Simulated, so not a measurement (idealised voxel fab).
Process module heading - voxel self aligned contacts
Displayed cross-section: cut, width of 215 nm, square cells sized 5 nm.
For the purposes of this document, a cross-section shall be understood as a grid of square cells, specified as bands listed in top-to-bottom order, each band consisting of one or more rows of cells. First you get the band's top height and its bottom height, in nm, and then the materials it's made of, left to right, with each width in nm. If you see a single material with "throughout", that one covers the band edge to edge. "blank" is empty space. A quick word on heights: they are counted from 0, and under that level the wafer as it came to us is one material throughout. The lowest band is different from the rest in having no bottom; it simply continues downward, written as in "top 0, no bottom". Width "30 to 40": first value at the band's top row of cells, second value at its bottom row, equal change from row to row. "all unchanged" means the step left every cell of the cross-section as it was. For the entry "Internal closed voids", the listed items are empty spaces with no open way to the top whose size is 8 cells or more; each item follows the pattern width x height at distance, where distance is from the left edge and all three are in nm. That trailing text on a step's line, after the settings, is the simulator's own remark on the step. The "overlay nm" setting may appear on a step's line; for a step that uses a mask, it gives how far to the right of its planned position the mask lay, and a negative value indicates the left. Structure of the following material. The material consists of pairs of cross-sections. Each pair comprises the cross-section before one process step and the cross-section after that step, the latter shown only down to the lowest band that changed. The step between the cross-sections is specified beneath each pair, including its settings. Pairs are not necessarily consecutive: they may derive from different runs of this module performed on the same starting wafer. Continuity with the pair above is to be assumed only where the entry headed "Preceding state" of the pair in question states it.

[Preceding state]
top 45, bottom 40 | SiO2 throughout
top 40, bottom 20 | SiO2 25 nm, SiN 45 nm, SiO2 15 nm, SiN 45 nm, SiO2 15 nm, SiN 45 nm, SiO2 25 nm
top 20, bottom 10 | SiO2 25 nm, SiN 10 nm, polySi 25 nm, SiN 10 nm, SiO2 15 nm, SiN 10 nm, polySi 25 nm, SiN 10 nm, SiO2 15 nm, SiN 10 nm, polySi 25 nm, SiN 10 nm, SiO2 25 nm
top 10, bottom 0 | SiN 35 nm, polySi 25 nm, SiN 35 nm, polySi 25 nm, SiN 35 nm, polySi 25 nm, SiN 35 nm
top 0, bottom -5 | SiO2 throughout
top -5, no bottom | Si throughout
Internal closed voids: none

[Resulting Cross-Section]
top 60, bottom 45 | aC throughout
Under 45: no change, same as before.
Internal closed voids: none
Connecting step for the cross-sections above: DIRECTIONAL_DEP [material aC] [thk nm 15]

Preceding state: nothing new to draw here, it's the after view of the pair just above.

[Resulting Cross-Section]
top 95, bottom 60 | resist 55 nm, blank 45 nm, resist 15 nm, blank 45 nm, resist 55 nm
Under 60: no change, same as before.
Internal closed voids: none
Connecting step for the cross-sections above: PATTERN [tone open] [mask id CONTACT] [material resist] [width nm 45] [pitch nm 60] [thk nm 35] [overlay nm 0]

Preceding state: nothing new to draw here, it's the after view of the pair just above.

[Resulting Cross-Section]
top 80, bottom 60 | resist 55 nm, blank 45 nm, resist 15 nm, blank 45 nm, resist 55 nm
top 60, bottom 45 | aC 55 nm, blank 45 nm, aC 15 nm, blank 45 nm, aC 55 nm
Under 45: no change, same as before.
Internal closed voids: none
Connecting step for the cross-sections above: DIRECTIONAL_ETCH [etch materials aC] [depth nm 15]

Preceding state: nothing new to draw here, it's the after view of the pair just above.

[Resulting Cross-Section]
top 60, bottom 45 | aC 55 nm, blank 45 nm, aC 15 nm, blank 45 nm, aC 55 nm
Under 45: no change, same as before.
Internal closed voids: none
Connecting step for the cross-sections above: STRIP [etch materials resist]

Preceding state: nothing new to draw here, it's the after view of the pair just above.

[Resulting Cross-Section]
top 60, bottom 45 | aC 55 nm, blank 45 nm, aC 15 nm, blank 45 nm, aC 55 nm
top 45, bottom 40 | SiO2 55 nm, blank 45 nm, SiO2 15 nm, blank 45 nm, SiO2 55 nm
top 40, bottom 20 | SiO2 25 nm, SiN 45 nm, blank 15 nm, SiN 45 nm, blank 15 nm, SiN 45 nm, SiO2 25 nm
top 20, bottom 10 | SiO2 25 nm, SiN 10 nm, polySi 25 nm, SiN 10 nm, blank 15 nm, SiN 10 nm, polySi 25 nm, SiN 10 nm, blank 15 nm, SiN 10 nm, polySi 25 nm, SiN 10 nm, SiO2 25 nm
Under 10: no change, same as before.
Internal closed voids: none
Connecting step for the cross-sections above: DIRECTIONAL_ETCH [etch materials SiO2] [depth nm 50]

Preceding state: nothing new to draw here, it's the after view of the pair just above.

[Resulting Cross-Section]
top 45, bottom 40 | SiO2 55 nm, blank 45 nm, SiO2 15 nm, blank 45 nm, SiO2 55 nm
Under 40: no change, same as before.
Internal closed voids: none
Connecting step for the cross-sections above: STRIP [etch materials aC]

Preceding state: nothing new to draw here, it's the after view of the pair just above.

[Resulting Cross-Section]
top 50, bottom 45 | TiN 60 nm, blank 35 nm, TiN 25 nm, blank 35 nm, TiN 60 nm
top 45, bottom 40 | SiO2 55 nm, TiN 20 nm, blank 5 nm, TiN 20 nm, SiO2 15 nm, TiN 20 nm, blank 5 nm, TiN 20 nm, SiO2 55 nm
top 40, bottom 20 | SiO2 25 nm, SiN 45 nm, TiN 5 nm, blank 5 nm, TiN 5 nm, SiN 45 nm, TiN 5 nm, blank 5 nm, TiN 5 nm, SiN 45 nm, SiO2 25 nm
top 20, bottom 15 | SiO2 25 nm, SiN 10 nm, polySi 25 nm, SiN 10 nm, TiN 5 nm, blank 5 nm, TiN 5 nm, SiN 10 nm, polySi 25 nm, SiN 10 nm, TiN 5 nm, blank 5 nm, TiN 5 nm, SiN 10 nm, polySi 25 nm, SiN 10 nm, SiO2 25 nm
top 15, bottom 10 | SiO2 25 nm, SiN 10 nm, polySi 25 nm, SiN 10 nm, TiN 15 nm, SiN 10 nm, polySi 25 nm, SiN 10 nm, TiN 15 nm, SiN 10 nm, polySi 25 nm, SiN 10 nm, SiO2 25 nm
Under 10: no change, same as before.
Internal closed voids: none
Connecting step for the cross-sections above: CONFORMAL_DEP [material TiN] [thk nm 5]

Preceding state: nothing new to draw here, it's the after view of the pair just above.

[Resulting Cross-Section]
top 55, bottom 50 | W throughout
top 50, bottom 45 | TiN 60 nm, W 35 nm, TiN 25 nm, W 35 nm, TiN 60 nm
top 45, bottom 40 | SiO2 55 nm, TiN 20 nm, W 5 nm, TiN 20 nm, SiO2 15 nm, TiN 20 nm, W 5 nm, TiN 20 nm, SiO2 55 nm
top 40, bottom 20 | SiO2 25 nm, SiN 45 nm, TiN 5 nm, W 5 nm, TiN 5 nm, SiN 45 nm, TiN 5 nm, W 5 nm, TiN 5 nm, SiN 45 nm, SiO2 25 nm
top 20, bottom 15 | SiO2 25 nm, SiN 10 nm, polySi 25 nm, SiN 10 nm, TiN 5 nm, W 5 nm, TiN 5 nm, SiN 10 nm, polySi 25 nm, SiN 10 nm, TiN 5 nm, W 5 nm, TiN 5 nm, SiN 10 nm, polySi 25 nm, SiN 10 nm, SiO2 25 nm
Under 15: no change, same as before.
Internal closed voids: none
Connecting step for the cross-sections above: FILL_DEP [material W] [thk nm 5]

Preceding state: nothing new to draw here, it's the after view of the pair just above.

[Resulting Cross-Section]
top 45, bottom 40 | SiO2 55 nm, TiN 20 nm, W 5 nm, TiN 20 nm, SiO2 15 nm, TiN 20 nm, W 5 nm, TiN 20 nm, SiO2 55 nm
Under 40: no change, same as before.
Internal closed voids: none
Connecting step for the cross-sections above: CMP [height nm 45]

Preceding state: nothing new to draw here, it's the after view of the pair just above.

[Resulting Cross-Section]
top 50, bottom 45 | SiN throughout
Under 45: no change, same as before.
Internal closed voids: none
Connecting step for the cross-sections above: CONFORMAL_DEP [material SiN] [thk nm 5]

[Preceding state]
top 40, bottom 20 | blank 35 nm, SiN 25 nm, blank 35 nm, SiN 25 nm, blank 35 nm, SiN 25 nm, blank 35 nm
top 20, bottom 0 | blank 35 nm, polySi 25 nm, blank 35 nm, polySi 25 nm, blank 35 nm, polySi 25 nm, blank 35 nm
top 0, bottom -5 | SiO2 throughout
top -5, no bottom | Si throughout
Internal closed voids: none

[Resulting Cross-Section]
top 55, bottom 20 | blank 20 nm, SiN 55 nm, blank 5 nm, SiN 55 nm, blank 5 nm, SiN 55 nm, blank 20 nm
top 20, bottom 15 | blank 20 nm, SiN 15 nm, polySi 25 nm, SiN 15 nm, blank 5 nm, SiN 15 nm, polySi 25 nm, SiN 15 nm, blank 5 nm, SiN 15 nm, polySi 25 nm, SiN 15 nm, blank 20 nm
top 15, bottom 0 | SiN 35 nm, polySi 25 nm, SiN 35 nm, polySi 25 nm, SiN 35 nm, polySi 25 nm, SiN 35 nm
Under 0: no change, same as before.
Internal closed voids: none
Connecting step for the cross-sections above: CONFORMAL_DEP [material SiN] [thk nm 15]

Preceding state: nothing new to draw here, it's the after view of the pair just above.

[Resulting Cross-Section]
top 45, bottom 20 | blank 20 nm, SiN 55 nm, blank 5 nm, SiN 55 nm, blank 5 nm, SiN 55 nm, blank 20 nm
top 20, bottom 5 | blank 20 nm, SiN 15 nm, polySi 25 nm, SiN 15 nm, blank 5 nm, SiN 15 nm, polySi 25 nm, SiN 15 nm, blank 5 nm, SiN 15 nm, polySi 25 nm, SiN 15 nm, blank 20 nm
Under 5: no change, same as before.
Internal closed voids: none
Connecting step for the cross-sections above: DIRECTIONAL_ETCH [etch materials SiN] [depth nm 10]

Preceding state: nothing new to draw here, it's the after view of the pair just above.

[Resulting Cross-Section]
top 60, bottom 45 | SiO2 throughout
top 45, bottom 20 | SiO2 20 nm, SiN 55 nm, SiO2 5 nm, SiN 55 nm, SiO2 5 nm, SiN 55 nm, SiO2 20 nm
top 20, bottom 5 | SiO2 20 nm, SiN 15 nm, polySi 25 nm, SiN 15 nm, SiO2 5 nm, SiN 15 nm, polySi 25 nm, SiN 15 nm, SiO2 5 nm, SiN 15 nm, polySi 25 nm, SiN 15 nm, SiO2 20 nm
Under 5: no change, same as before.
Internal closed voids: none
Connecting step for the cross-sections above: FILL_DEP [material SiO2] [thk nm 15]

Preceding state: nothing new to draw here, it's the after view of the pair just above.

[Resulting Cross-Section]
top 45, bottom 20 | SiO2 20 nm, SiN 55 nm, SiO2 5 nm, SiN 55 nm, SiO2 5 nm, SiN 55 nm, SiO2 20 nm
Under 20: no change, same as before.
Internal closed voids: none
Connecting step for the cross-sections above: CMP [height nm 45]

Preceding state: nothing new to draw here, it's the after view of the pair just above.

[Resulting Cross-Section]
top 60, bottom 45 | aC throughout
Under 45: no change, same as before.
Internal closed voids: none
Connecting step for the cross-sections above: DIRECTIONAL_DEP [material aC] [thk nm 15]

Preceding state: nothing new to draw here, it's the after view of the pair just above.

[Resulting Cross-Section]
top 95, bottom 60 | resist 55 nm, blank 45 nm, resist 15 nm, blank 45 nm, resist 55 nm
Under 60: no change, same as before.
Internal closed voids: none
Connecting step for the cross-sections above: PATTERN [tone open] [mask id CONTACT] [material resist] [width nm 45] [pitch nm 60] [thk nm 35] [overlay nm 0]

Preceding state: nothing new to draw here, it's the after view of the pair just above.

[Resulting Cross-Section]
top 80, bottom 60 | resist 55 nm, blank 45 nm, resist 15 nm, blank 45 nm, resist 55 nm
top 60, bottom 45 | aC 55 nm, blank 45 nm, aC 15 nm, blank 45 nm, aC 55 nm
Under 45: no change, same as before.
Internal closed voids: none
Connecting step for the cross-sections above: DIRECTIONAL_ETCH [etch materials aC] [depth nm 15]

Preceding state: nothing new to draw here, it's the after view of the pair just above.

[Resulting Cross-Section]
top 60, bottom 45 | aC 55 nm, blank 45 nm, aC 15 nm, blank 45 nm, aC 55 nm
Under 45: no change, same as before.
Internal closed voids: none
Connecting step for the cross-sections above: STRIP [etch materials resist]

Preceding state: nothing new to draw here, it's the after view of the pair just above.

[Resulting Cross-Section]
top 60, bottom 45 | aC 55 nm, blank 45 nm, aC 15 nm, blank 45 nm, aC 55 nm
top 45, bottom 20 | SiO2 20 nm, SiN 55 nm, blank 5 nm, SiN 55 nm, blank 5 nm, SiN 55 nm, SiO2 20 nm
top 20, bottom 5 | SiO2 20 nm, SiN 15 nm, polySi 25 nm, SiN 15 nm, blank 5 nm, SiN 15 nm, polySi 25 nm, SiN 15 nm, blank 5 nm, SiN 15 nm, polySi 25 nm, SiN 15 nm, SiO2 20 nm
Under 5: no change, same as before.
Internal closed voids: none
Connecting step for the cross-sections above: DIRECTIONAL_ETCH [etch materials SiO2] [depth nm 50]

Preceding state: nothing new to draw here, it's the after view of the pair just above.

[Resulting Cross-Section]
top 45, bottom 20 | SiO2 20 nm, SiN 55 nm, blank 5 nm, SiN 55 nm, blank 5 nm, SiN 55 nm, SiO2 20 nm
Under 20: no change, same as before.
Internal closed voids: none
Connecting step for the cross-sections above: STRIP [etch materials aC]

Preceding state: nothing new to draw here, it's the after view of the pair just above.

[Resulting Cross-Section]
top 50, bottom 45 | TiN throughout
top 45, bottom 20 | SiO2 20 nm, SiN 55 nm, TiN 5 nm, SiN 55 nm, TiN 5 nm, SiN 55 nm, SiO2 20 nm
top 20, bottom 5 | SiO2 20 nm, SiN 15 nm, polySi 25 nm, SiN 15 nm, TiN 5 nm, SiN 15 nm, polySi 25 nm, SiN 15 nm, TiN 5 nm, SiN 15 nm, polySi 25 nm, SiN 15 nm, SiO2 20 nm
Under 5: no change, same as before.
Internal closed voids: none
Connecting step for the cross-sections above: CONFORMAL_DEP [material TiN] [thk nm 5]

Preceding state: nothing new to draw here, it's the after view of the pair just above.

[Resulting Cross-Section]
top 55, bottom 50 | W throughout
Under 50: no change, same as before.
Internal closed voids: none
Connecting step for the cross-sections above: FILL_DEP [material W] [thk nm 5]

Preceding state: nothing new to draw here, it's the after view of the pair just above.

[Resulting Cross-Section]
top 45, bottom 20 | SiO2 20 nm, SiN 55 nm, TiN 5 nm, SiN 55 nm, TiN 5 nm, SiN 55 nm, SiO2 20 nm
Under 20: no change, same as before.
Internal closed voids: none
Connecting step for the cross-sections above: CMP [height nm 45]

Preceding state: nothing new to draw here, it's the after view of the pair just above.

[Resulting Cross-Section]
top 50, bottom 45 | SiN throughout
Under 45: no change, same as before.
Internal closed voids: none
Connecting step for the cross-sections above: CONFORMAL_DEP [material SiN] [thk nm 5]

[Preceding state]
top 40, bottom 20 | SiN throughout
top 20, bottom 0 | polySi throughout
top 0, bottom -5 | SiO2 throughout
top -5, no bottom | Si throughout
Internal closed voids: none

[Resulting Cross-Section]
top 60, bottom 40 | blank 40 nm, resist 15 nm, blank 45 nm, resist 15 nm, blank 45 nm, resist 15 nm, blank 40 nm
Under 40: no change, same as before.
Internal closed voids: none
Connecting step for the cross-sections above: PATTERN [tone cover] [mask id GATE] [material resist] [width nm 15] [pitch nm 60] [thk nm 20] [overlay nm 0]

Preceding state: nothing new to draw here, it's the after view of the pair just above.

[Resulting Cross-Section]
top 60, bottom 40 | blank 40 nm, resist 15 nm, blank 45 nm, resist 15 nm, blank 45 nm, resist 15 nm, blank 40 nm
top 40, bottom 20 | blank 40 nm, SiN 15 nm, blank 45 nm, SiN 15 nm, blank 45 nm, SiN 15 nm, blank 40 nm
Under 20: no change, same as before.
Internal closed voids: none
Connecting step for the cross-sections above: DIRECTIONAL_ETCH [etch materials SiN] [depth nm 20]

Preceding state: nothing new to draw here, it's the after view of the pair just above.

[Resulting Cross-Section]
top 60, bottom 40 | blank 40 nm, resist 15 nm, blank 45 nm, resist 15 nm, blank 45 nm, resist 15 nm, blank 40 nm
top 40, bottom 20 | blank 40 nm, SiN 15 nm, blank 45 nm, SiN 15 nm, blank 45 nm, SiN 15 nm, blank 40 nm
top 20, bottom 0 | blank 40 nm, polySi 15 nm, blank 45 nm, polySi 15 nm, blank 45 nm, polySi 15 nm, blank 40 nm
Under 0: no change, same as before.
Internal closed voids: none
Connecting step for the cross-sections above: DIRECTIONAL_ETCH [etch materials polySi] [depth nm 20]

Preceding state: nothing new to draw here, it's the after view of the pair just above.

[Resulting Cross-Section]
top 40, bottom 20 | blank 40 nm, SiN 15 nm, blank 45 nm, SiN 15 nm, blank 45 nm, SiN 15 nm, blank 40 nm
Under 20: no change, same as before.
Internal closed voids: none
Connecting step for the cross-sections above: STRIP [etch materials resist]

Preceding state: nothing new to draw here, it's the after view of the pair just above.

[Resulting Cross-Section]
top 50, bottom 20 | blank 30 nm, SiN 35 nm, blank 25 nm, SiN 35 nm, blank 25 nm, SiN 35 nm, blank 30 nm
top 20, bottom 10 | blank 30 nm, SiN 10 nm, polySi 15 nm, SiN 10 nm, blank 25 nm, SiN 10 nm, polySi 15 nm, SiN 10 nm, blank 25 nm, SiN 10 nm, polySi 15 nm, SiN 10 nm, blank 30 nm
top 10, bottom 0 | SiN 40 nm, polySi 15 nm, SiN 45 nm, polySi 15 nm, SiN 45 nm, polySi 15 nm, SiN 40 nm
Under 0: no change, same as before.
Internal closed voids: none
Connecting step for the cross-sections above: CONFORMAL_DEP [material SiN] [thk nm 10]

Preceding state: nothing new to draw here, it's the after view of the pair just above.

[Resulting Cross-Section]
top 40, bottom 20 | blank 30 nm, SiN 35 nm, blank 25 nm, SiN 35 nm, blank 25 nm, SiN 35 nm, blank 30 nm
top 20, bottom 0 | blank 30 nm, SiN 10 nm, polySi 15 nm, SiN 10 nm, blank 25 nm, SiN 10 nm, polySi 15 nm, SiN 10 nm, blank 25 nm, SiN 10 nm, polySi 15 nm, SiN 10 nm, blank 30 nm
Under 0: no change, same as before.
Internal closed voids: none
Connecting step for the cross-sections above: DIRECTIONAL_ETCH [etch materials SiN] [depth nm 10]

Preceding state: nothing new to draw here, it's the after view of the pair just above.

[Resulting Cross-Section]
top 55, bottom 40 | SiO2 throughout
top 40, bottom 20 | SiO2 30 nm, SiN 35 nm, SiO2 25 nm, SiN 35 nm, SiO2 25 nm, SiN 35 nm, SiO2 30 nm
top 20, bottom 0 | SiO2 30 nm, SiN 10 nm, polySi 15 nm, SiN 10 nm, SiO2 25 nm, SiN 10 nm, polySi 15 nm, SiN 10 nm, SiO2 25 nm, SiN 10 nm, polySi 15 nm, SiN 10 nm, SiO2 30 nm
Under 0: no change, same as before.
Internal closed voids: none
Connecting step for the cross-sections above: FILL_DEP [material SiO2] [thk nm 15]

Preceding state: nothing new to draw here, it's the after view of the pair just above.

[Resulting Cross-Section]
top 45, bottom 40 | SiO2 throughout
Under 40: no change, same as before.
Internal closed voids: none
Connecting step for the cross-sections above: CMP [height nm 45]

Preceding state: nothing new to draw here, it's the after view of the pair just above.

[Resulting Cross-Section]
top 60, bottom 45 | aC throughout
Under 45: no change, same as before.
Internal closed voids: none
Connecting step for the cross-sections above: DIRECTIONAL_DEP [material aC] [thk nm 15]

Preceding state: nothing new to draw here, it's the after view of the pair just above.

[Resulting Cross-Section]
top 95, bottom 60 | resist 55 nm, blank 45 nm, resist 15 nm, blank 45 nm, resist 55 nm
Under 60: no change, same as before.
Internal closed voids: none
Connecting step for the cross-sections above: PATTERN [tone open] [mask id CONTACT] [material resist] [width nm 45] [pitch nm 60] [thk nm 35] [overlay nm 0]

Preceding state: nothing new to draw here, it's the after view of the pair just above.

[Resulting Cross-Section]
top 80, bottom 60 | resist 55 nm, blank 45 nm, resist 15 nm, blank 45 nm, resist 55 nm
top 60, bottom 45 | aC 55 nm, blank 45 nm, aC 15 nm, blank 45 nm, aC 55 nm
Under 45: no change, same as before.
Internal closed voids: none
Connecting step for the cross-sections above: DIRECTIONAL_ETCH [etch materials aC] [depth nm 15]

Preceding state: nothing new to draw here, it's the after view of the pair just above.

[Resulting Cross-Section]
top 60, bottom 45 | aC 55 nm, blank 45 nm, aC 15 nm, blank 45 nm, aC 55 nm
Under 45: no change, same as before.
Internal closed voids: none
Connecting step for the cross-sections above: STRIP [etch materials resist]

Preceding state: nothing new to draw here, it's the after view of the pair just above.

[Resulting Cross-Section]
top 60, bottom 45 | aC 55 nm, blank 45 nm, aC 15 nm, blank 45 nm, aC 55 nm
top 45, bottom 40 | SiO2 55 nm, blank 45 nm, SiO2 15 nm, blank 45 nm, SiO2 55 nm
top 40, bottom 20 | SiO2 30 nm, SiN 35 nm, blank 25 nm, SiN 35 nm, blank 25 nm, SiN 35 nm, SiO2 30 nm
top 20, bottom 0 | SiO2 30 nm, SiN 10 nm, polySi 15 nm, SiN 10 nm, blank 25 nm, SiN 10 nm, polySi 15 nm, SiN 10 nm, blank 25 nm, SiN 10 nm, polySi 15 nm, SiN 10 nm, SiO2 30 nm
top 0, bottom -5 | SiO2 65 nm, blank 25 nm, SiO2 35 nm, blank 25 nm, SiO2 65 nm
Under -5: no change, same as before.
Internal closed voids: none
Connecting step for the cross-sections above: DIRECTIONAL_ETCH [etch materials SiO2] [depth nm 50]

Preceding state: nothing new to draw here, it's the after view of the pair just above.

[Resulting Cross-Section]
top 45, bottom 40 | SiO2 55 nm, blank 45 nm, SiO2 15 nm, blank 45 nm, SiO2 55 nm
Under 40: no change, same as before.
Internal closed voids: none
Connecting step for the cross-sections above: STRIP [etch materials aC]

Preceding state: nothing new to draw here, it's the after view of the pair just above.

[Resulting Cross-Section]
top 50, bottom 45 | TiN 60 nm, blank 35 nm, TiN 25 nm, blank 35 nm, TiN 60 nm
top 45, bottom 40 | SiO2 55 nm, TiN 15 nm, blank 15 nm, TiN 15 nm, SiO2 15 nm, TiN 15 nm, blank 15 nm, TiN 15 nm, SiO2 55 nm
top 40, bottom 20 | SiO2 30 nm, SiN 35 nm, TiN 5 nm, blank 15 nm, TiN 5 nm, SiN 35 nm, TiN 5 nm, blank 15 nm, TiN 5 nm, SiN 35 nm, SiO2 30 nm
top 20, bottom 0 | SiO2 30 nm, SiN 10 nm, polySi 15 nm, SiN 10 nm, TiN 5 nm, blank 15 nm, TiN 5 nm, SiN 10 nm, polySi 15 nm, SiN 10 nm, TiN 5 nm, blank 15 nm, TiN 5 nm, SiN 10 nm, polySi 15 nm, SiN 10 nm, SiO2 30 nm
top 0, bottom -5 | SiO2 65 nm, TiN 25 nm, SiO2 35 nm, TiN 25 nm, SiO2 65 nm
Under -5: no change, same as before.
Internal closed voids: none
Connecting step for the cross-sections above: CONFORMAL_DEP [material TiN] [thk nm 5]

Preceding state: nothing new to draw here, it's the after view of the pair just above.

[Resulting Cross-Section]
top 55, bottom 50 | W throughout
top 50, bottom 45 | TiN 60 nm, W 35 nm, TiN 25 nm, W 35 nm, TiN 60 nm
top 45, bottom 40 | SiO2 55 nm, TiN 15 nm, W 15 nm, TiN 15 nm, SiO2 15 nm, TiN 15 nm, W 15 nm, TiN 15 nm, SiO2 55 nm
top 40, bottom 20 | SiO2 30 nm, SiN 35 nm, TiN 5 nm, W 15 nm, TiN 5 nm, SiN 35 nm, TiN 5 nm, W 15 nm, TiN 5 nm, SiN 35 nm, SiO2 30 nm
top 20, bottom 0 | SiO2 30 nm, SiN 10 nm, polySi 15 nm, SiN 10 nm, TiN 5 nm, W 15 nm, TiN 5 nm, SiN 10 nm, polySi 15 nm, SiN 10 nm, TiN 5 nm, W 15 nm, TiN 5 nm, SiN 10 nm, polySi 15 nm, SiN 10 nm, SiO2 30 nm
Under 0: no change, same as before.
Internal closed voids: none
Connecting step for the cross-sections above: FILL_DEP [material W] [thk nm 5]

Preceding state: nothing new to draw here, it's the after view of the pair just above.

[Resulting Cross-Section]
top 45, bottom 40 | SiO2 55 nm, TiN 15 nm, W 15 nm, TiN 15 nm, SiO2 15 nm, TiN 15 nm, W 15 nm, TiN 15 nm, SiO2 55 nm
Under 40: no change, same as before.
Internal closed voids: none
Connecting step for the cross-sections above: CMP [height nm 45]

Preceding state: nothing new to draw here, it's the after view of the pair just above.

[Resulting Cross-Section]
top 50, bottom 45 | SiN throughout
Under 45: no change, same as before.
Internal closed voids: none
Connecting step for the cross-sections above: CONFORMAL_DEP [material SiN] [thk nm 5]

[Preceding state]
top 60, bottom 45 | aC throughout
top 45, bottom 40 | SiO2 throughout
top 40, bottom 20 | SiO2 25 nm, SiN 45 nm, SiO2 15 nm, SiN 45 nm, SiO2 15 nm, SiN 45 nm, SiO2 25 nm
top 20, bottom 0 | SiO2 25 nm, SiN 10 nm, polySi 25 nm, SiN 10 nm, SiO2 15 nm, SiN 10 nm, polySi 25 nm, SiN 10 nm, SiO2 15 nm, SiN 10 nm, polySi 25 nm, SiN 10 nm, SiO2 25 nm
top 0, bottom -5 | SiO2 throughout
top -5, no bottom | Si throughout
Internal closed voids: none

[Resulting Cross-Section]
top 95, bottom 60 | resist 60 nm, blank 45 nm, resist 15 nm, blank 45 nm, resist 50 nm
Under 60: no change, same as before.
Internal closed voids: none
Connecting step for the cross-sections above: PATTERN [tone open] [mask id CONTACT] [material resist] [width nm 45] [pitch nm 60] [thk nm 35] [overlay nm 5]

Preceding state: nothing new to draw here, it's the after view of the pair just above.

[Resulting Cross-Section]
top 80, bottom 60 | resist 60 nm, blank 45 nm, resist 15 nm, blank 45 nm, resist 50 nm
top 60, bottom 45 | aC 60 nm, blank 45 nm, aC 15 nm, blank 45 nm, aC 50 nm
Under 45: no change, same as before.
Internal closed voids: none
Connecting step for the cross-sections above: DIRECTIONAL_ETCH [etch materials aC] [depth nm 15]

Preceding state: nothing new to draw here, it's the after view of the pair just above.

[Resulting Cross-Section]
top 60, bottom 45 | aC 60 nm, blank 45 nm, aC 15 nm, blank 45 nm, aC 50 nm
Under 45: no change, same as before.
Internal closed voids: none
Connecting step for the cross-sections above: STRIP [etch materials resist]

Preceding state: nothing new to draw here, it's the after view of the pair just above.

[Resulting Cross-Section]
top 60, bottom 45 | aC 60 nm, blank 45 nm, aC 15 nm, blank 45 nm, aC 50 nm
top 45, bottom 40 | SiO2 60 nm, blank 45 nm, SiO2 15 nm, blank 45 nm, SiO2 50 nm
top 40, bottom 20 | SiO2 25 nm, SiN 45 nm, blank 15 nm, SiN 45 nm, blank 15 nm, SiN 45 nm, SiO2 25 nm
top 20, bottom 0 | SiO2 25 nm, SiN 10 nm, polySi 25 nm, SiN 10 nm, blank 15 nm, SiN 10 nm, polySi 25 nm, SiN 10 nm, blank 15 nm, SiN 10 nm, polySi 25 nm, SiN 10 nm, SiO2 25 nm
top 0, bottom -5 | SiO2 70 nm, blank 15 nm, SiO2 45 nm, blank 15 nm, SiO2 70 nm
Under -5: no change, same as before.
Internal closed voids: none
Connecting step for the cross-sections above: DIRECTIONAL_ETCH [etch materials SiO2] [depth nm 50]

Preceding state: nothing new to draw here, it's the after view of the pair just above.

[Resulting Cross-Section]
top 45, bottom 40 | SiO2 60 nm, blank 45 nm, SiO2 15 nm, blank 45 nm, SiO2 50 nm
Under 40: no change, same as before.
Internal closed voids: none
Connecting step for the cross-sections above: STRIP [etch materials aC]

Preceding state: nothing new to draw here, it's the after view of the pair just above.

[Resulting Cross-Section]
top 50, bottom 45 | TiN 65 nm, blank 35 nm, TiN 25 nm, blank 35 nm, TiN 55 nm
top 45, bottom 40 | SiO2 60 nm, TiN 15 nm, blank 5 nm, TiN 25 nm, SiO2 15 nm, TiN 15 nm, blank 5 nm, TiN 25 nm, SiO2 50 nm
top 40, bottom 20 | SiO2 25 nm, SiN 45 nm, TiN 5 nm, blank 5 nm, TiN 5 nm, SiN 45 nm, TiN 5 nm, blank 5 nm, TiN 5 nm, SiN 45 nm, SiO2 25 nm
top 20, bottom 0 | SiO2 25 nm, SiN 10 nm, polySi 25 nm, SiN 10 nm, TiN 5 nm, blank 5 nm, TiN 5 nm, SiN 10 nm, polySi 25 nm, SiN 10 nm, TiN 5 nm, blank 5 nm, TiN 5 nm, SiN 10 nm, polySi 25 nm, SiN 10 nm, SiO2 25 nm
top 0, bottom -5 | SiO2 70 nm, TiN 15 nm, SiO2 45 nm, TiN 15 nm, SiO2 70 nm
Under -5: no change, same as before.
Internal closed voids: none
Connecting step for the cross-sections above: CONFORMAL_DEP [material TiN] [thk nm 5]

Preceding state: nothing new to draw here, it's the after view of the pair just above.

[Resulting Cross-Section]
top 55, bottom 50 | W throughout
top 50, bottom 45 | TiN 65 nm, W 35 nm, TiN 25 nm, W 35 nm, TiN 55 nm
top 45, bottom 40 | SiO2 60 nm, TiN 15 nm, W 5 nm, TiN 25 nm, SiO2 15 nm, TiN 15 nm, W 5 nm, TiN 25 nm, SiO2 50 nm
top 40, bottom 20 | SiO2 25 nm, SiN 45 nm, TiN 5 nm, W 5 nm, TiN 5 nm, SiN 45 nm, TiN 5 nm, W 5 nm, TiN 5 nm, SiN 45 nm, SiO2 25 nm
top 20, bottom 0 | SiO2 25 nm, SiN 10 nm, polySi 25 nm, SiN 10 nm, TiN 5 nm, W 5 nm, TiN 5 nm, SiN 10 nm, polySi 25 nm, SiN 10 nm, TiN 5 nm, W 5 nm, TiN 5 nm, SiN 10 nm, polySi 25 nm, SiN 10 nm, SiO2 25 nm
Under 0: no change, same as before.
Internal closed voids: none
Connecting step for the cross-sections above: FILL_DEP [material W] [thk nm 5]

Preceding state: nothing new to draw here, it's the after view of the pair just above.

[Resulting Cross-Section]
top 45, bottom 40 | SiO2 60 nm, TiN 15 nm, W 5 nm, TiN 25 nm, SiO2 15 nm, TiN 15 nm, W 5 nm, TiN 25 nm, SiO2 50 nm
Under 40: no change, same as before.
Internal closed voids: none
Connecting step for the cross-sections above: CMP [height nm 45]

Preceding state: nothing new to draw here, it's the after view of the pair just above.

[Resulting Cross-Section]
top 50, bottom 45 | SiN throughout
Under 45: no change, same as before.
Internal closed voids: none
Connecting step for the cross-sections above: CONFORMAL_DEP [material SiN] [thk nm 5]

[Preceding state]
top 45, bottom 40 | SiO2 55 nm, TiN 20 nm, W 5 nm, TiN 20 nm, SiO2 15 nm, TiN 20 nm, W 5 nm, TiN 20 nm, SiO2 55 nm
top 40, bottom 20 | SiO2 25 nm, SiN 45 nm, TiN 5 nm, W 5 nm, TiN 5 nm, SiN 45 nm, TiN 5 nm, W 5 nm, TiN 5 nm, SiN 45 nm, SiO2 25 nm
top 20, bottom 0 | SiO2 25 nm, SiN 10 nm, polySi 25 nm, SiN 10 nm, TiN 5 nm, W 5 nm, TiN 5 nm, SiN 10 nm, polySi 25 nm, SiN 10 nm, TiN 5 nm, W 5 nm, TiN 5 nm, SiN 10 nm, polySi 25 nm, SiN 10 nm, SiO2 25 nm
top 0, bottom -5 | SiO2 70 nm, TiN 15 nm, SiO2 45 nm, TiN 15 nm, SiO2 70 nm
top -5, no bottom | Si throughout
Internal closed voids: none

[Resulting Cross-Section]
top 50, bottom 45 | aC throughout
Under 45: no change, same as before.
Internal closed voids: none
Connecting step for the cross-sections above: CONFORMAL_DEP [material aC] [thk nm 5]
